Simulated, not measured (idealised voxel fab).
Process module, titled voxel air gaps
cross-section cut | 235 nm wide | cells 5 nm
We lay out every cross-section as a grid of square cells and spell it out in bands from the top down, where one band means one or more rows of cells.
A band entry consists of two parts. The first gives the height of the band's top and the height of its bottom, in nm. The rest lists the band's materials from left to right, each with its width in nm. A single material labelled with the word "everywhere" fills the band from edge to edge, and the word "air" marks empty space.
Height reference: 0 = level under which incoming wafer is all one material. Lowest band: no bottom, runs on downward, e.g. "from 0 down".
The two numbers in a width such as "30 to 40" mark its ends across the band: the first belongs to the top row of cells, the second to the bottom row, and from each row to the next the width moves by the same amount.
Key: "all unchanged" - step with no changed cell in the cross-section.
The entry titled "Cavities, sealed" provides the empty spaces that have no open way to the top, restricted to those of 8 cells or more. Each is presented as width x height at distance, the distance being measured from the left edge, with all three in nm.
Where a step's line continues beyond its settings, the continuation is a remark by the simulator itself on that step.
"overlay nm" denotes, for a step that has a mask, the displacement of the mask to the right of its planned place, with negative values corresponding to the left.
## These are the steps we planned for the process
1,RECEIVE | material Si
2,CONFORMAL_DEP | material SiO2 | thk nm 15
3,CONFORMAL_DEP | material SiN | thk nm 5
4,DIRECTIONAL_DEP | material lowk | thk nm 35
5,DIRECTIONAL_DEP | material aC | thk nm 15
6,PATTERN | tone open | mask id LINES | material resist | width nm 25 | pitch nm 50 | thk nm 30 | overlay nm -15
7,DIRECTIONAL_ETCH | etch materials aC | depth nm 15
8,STRIP | etch materials resist
9,DIRECTIONAL_ETCH | etch materials lowk | depth nm 35
10,STRIP | etch materials aC
11,CONFORMAL_DEP | material TiN | thk nm 5
12,FILL_DEP | material Cu | thk nm 10
13,CMP | height nm 55
14,EPI | material Ru | thk nm 10
15,SELECTIVE_ETCH | etch materials lowk | depth nm 45
16,CONFORMAL_DEP | material SiCN | thk nm 5
Split variable: overlay nm, step 6. Plan value = first wafer. Wafers start alike.
## Cross-section of the first of several wafers on receipt, reflecting completion of step 1
  from 0 down = Si everywhere
  Cavities, sealed: none
## Module end state after final step 16: cross-section of the first of several wafers
  from 70 to 65 = air=25 / SiCN=155 / air=55
  from 65 to 55 = air=25 / SiCN=5 / Ru=45 / SiCN=5 / Ru=45 / SiCN=5 / Ru=45 / SiCN=5 / air=55
  from 55 to 50 = air=25 / SiCN=15 / TiN=5 / Cu=15 / TiN=5 / SiCN=25 / TiN=5 / Cu=15 / TiN=5 / SiCN=25 / TiN=5 / Cu=15 / TiN=5 / SiCN=15 / air=55
  from 50 to 25 = air=35 / SiCN=5 / TiN=5 / Cu=15 / TiN=5 / SiCN=5 / air=15 / SiCN=5 / TiN=5 / Cu=15 / TiN=5 / SiCN=5 / air=15 / SiCN=5 / TiN=5 / Cu=15 / TiN=5 / SiCN=5 / air=65
  from 25 to 20 = SiCN=40 / TiN=25 / SiCN=25 / TiN=25 / SiCN=25 / TiN=25 / SiCN=70
  from 20 to 15 = SiN everywhere
  from 15 to 0 = SiO2 everywhere
  from 0 down = Si everywhere
  Cavities, sealed: 15 x 25 at 70; 15 x 25 at 120
## Here we cross-sectioned the last of the wafers once the module was done
  from 70 to 65 = air=55 / SiCN=155 / air=25
  from 65 to 55 = air=55 / SiCN=5 / Ru=45 / SiCN=5 / Ru=45 / SiCN=5 / Ru=45 / SiCN=5 / air=25
  from 55 to 50 = air=55 / SiCN=15 / TiN=5 / Cu=15 / TiN=5 / SiCN=25 / TiN=5 / Cu=15 / TiN=5 / SiCN=25 / TiN=5 / Cu=15 / TiN=5 / SiCN=15 / air=25
  from 50 to 25 = air=65 / SiCN=5 / TiN=5 / Cu=15 / TiN=5 / SiCN=5 / air=15 / SiCN=5 / TiN=5 / Cu=15 / TiN=5 / SiCN=5 / air=15 / SiCN=5 / TiN=5 / Cu=15 / TiN=5 / SiCN=5 / air=35
  from 25 to 20 = SiCN=70 / TiN=25 / SiCN=25 / TiN=25 / SiCN=25 / TiN=25 / SiCN=40
  from 20 to 15 = SiN everywhere
  from 15 to 0 = SiO2 everywhere
  from 0 down = Si everywhere
  Cavities, sealed: 15 x 25 at 100; 15 x 25 at 150
## Table: wafers, a row each; end-of-module cell change per material since receipt, gain (+), loss (-); then closed voids
overlay nm -15, +54 Cu, +54 Ru, +117 SiCN, +47 SiN, +141 SiO2, +51 TiN, Cavities, sealed: 15 x 25 at 70; 15 x 25 at 120
overlay nm -10, +54 Cu, +54 Ru, +117 SiCN, +47 SiN, +141 SiO2, +51 TiN, Cavities, sealed: 15 x 25 at 75; 15 x 25 at 125
overlay nm -5, +54 Cu, +54 Ru, +117 SiCN, +47 SiN, +141 SiO2, +51 TiN, Cavities, sealed: 15 x 25 at 80; 15 x 25 at 130
overlay nm 0, +54 Cu, +54 Ru, +117 SiCN, +47 SiN, +141 SiO2, +51 TiN, Cavities, sealed: 15 x 25 at 85; 15 x 25 at 135
overlay nm 5, +54 Cu, +54 Ru, +117 SiCN, +47 SiN, +141 SiO2, +51 TiN, Cavities, sealed: 15 x 25 at 90; 15 x 25 at 140
overlay nm 10, +54 Cu, +54 Ru, +117 SiCN, +47 SiN, +141 SiO2, +51 TiN, Cavities, sealed: 15 x 25 at 95; 15 x 25 at 145
overlay nm 15, +54 Cu, +54 Ru, +117 SiCN, +47 SiN, +141 SiO2, +51 TiN, Cavities, sealed: 15 x 25 at 100; 15 x 25 at 150
